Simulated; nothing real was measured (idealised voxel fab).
Process module under the name voxel released beams
Cross-sectional view cut (width: 220 nm; square cell size: 5 nm).
If you're reading a cross-section in this doc, picture square cells in a grid; it comes to you as bands, top ones listed first down to the bottom, and a band can be one or more rows of cells. Band: top height; bottom height; in nm. Then, left to right: material with width in nm, for each material. "full width": a single material spanning edge to edge. "empty": empty space. Heights are measured from 0, the level below which the as-received wafer is all one material; the lowest band has no bottom and continues downward, written as in "top 0, no bottom". It should be noted that a width expressed as "30->40" varies in equal increments from row to row of cells within the band, taking the value of the first number at the top row and that of the second number at the bottom row. Step marked "nothing was modified"? Then no cell in the cross-section changed in it. "Enclosed voids" enumerates empty spaces isolated from the top, with no open way to it, that contain at least 8 cells, giving each as width x height at distance from the left edge, all three in nm. It should be noted that, on the line of a given step, the content following the step's settings is a remark produced by the simulator itself with respect to that step. "overlay nm", when on a step's line for a step with a mask, measures how far to the right of its planned place the mask lay; a negative measure means to the left.
The process steps that were planned are listed below:
| 1 | RECEIVE: material Si |
| 2 | CONFORMAL_DEP: material SiN, thk nm 5 |
| 3 | DIRECTIONAL_DEP: material SiO2, thk nm 15 |
| 4 | DIRECTIONAL_DEP: material aC, thk nm 15 |
| 5 | PATTERN: tone open, mask id ANCHOR, material resist, width nm 30, thk nm 30, overlay nm 0 |
| 6 | DIRECTIONAL_ETCH: etch materials aC, depth nm 15 |
| 7 | STRIP: etch materials resist |
| 8 | DIRECTIONAL_ETCH: etch materials SiO2, depth nm 15 |
| 9 | STRIP: etch materials aC |
| 10 | CONFORMAL_DEP: material W, thk nm 10 |
| 11 | DIRECTIONAL_DEP: material aC, thk nm 10 |
| 12 | PATTERN: tone cover, mask id BEAM, material resist, width nm 95, thk nm 25, overlay nm 0 |
| 13 | DIRECTIONAL_ETCH: etch materials aC, depth nm 10 |
| 14 | STRIP: etch materials resist |
| 15 | DIRECTIONAL_ETCH: etch materials W, depth nm 10 |
| 16 | STRIP: etch materials aC |
| 17 | STRIP: etch materials SiO2 |
Among the wafers covered here, the point of difference is the width nm at step 12; their starting state is shared, and the plan presents the value of the first wafer.
The first of several wafers as received, shown in cross-section; this is its state after step 1:
> top 0, no bottom = Si full width
> Enclosed voids: none
End-of-module cross-section, first of several wafers, after last step 17:
> top 30, bottom 20 = empty 60 nm / W 10 nm / empty 10 nm / W 75 nm / empty 65 nm
> top 20, bottom 15 = empty 60 nm / W 10 nm / empty 10 nm / W 10 nm / empty 130 nm
> top 15, bottom 5 = empty 60 nm / W 30 nm / empty 130 nm
> top 5, bottom 0 = SiN full width
> top 0, no bottom = Si full width
> Enclosed voids: none
Wafer cross-section (last wafer, module end):
> top 30, bottom 20 = empty 50 nm / W 20 nm / empty 10 nm / W 90 nm / empty 50 nm
> top 20, bottom 15 = empty 60 nm / W 10 nm / empty 10 nm / W 10 nm / empty 130 nm
> top 15, bottom 5 = empty 60 nm / W 30 nm / empty 130 nm
> top 5, bottom 0 = SiN full width
> top 0, no bottom = Si full width
> Enclosed voids: none
For your reference, the table is organized with a row per wafer; each row reflects the wafer at the end of the module, indicating for each material the cells gained (+) or lost (-) since receipt, and thereafter its closed voids:
width nm 95; +44 SiN; +50 W; Enclosed voids: none
width nm 100; +44 SiN; +52 W; Enclosed voids: none
width nm 105; +44 SiN; +54 W; Enclosed voids: none
width nm 110; +44 SiN; +56 W; Enclosed voids: none
width nm 115; +44 SiN; +58 W; Enclosed voids: none
width nm 120; +44 SiN; +60 W; Enclosed voids: none
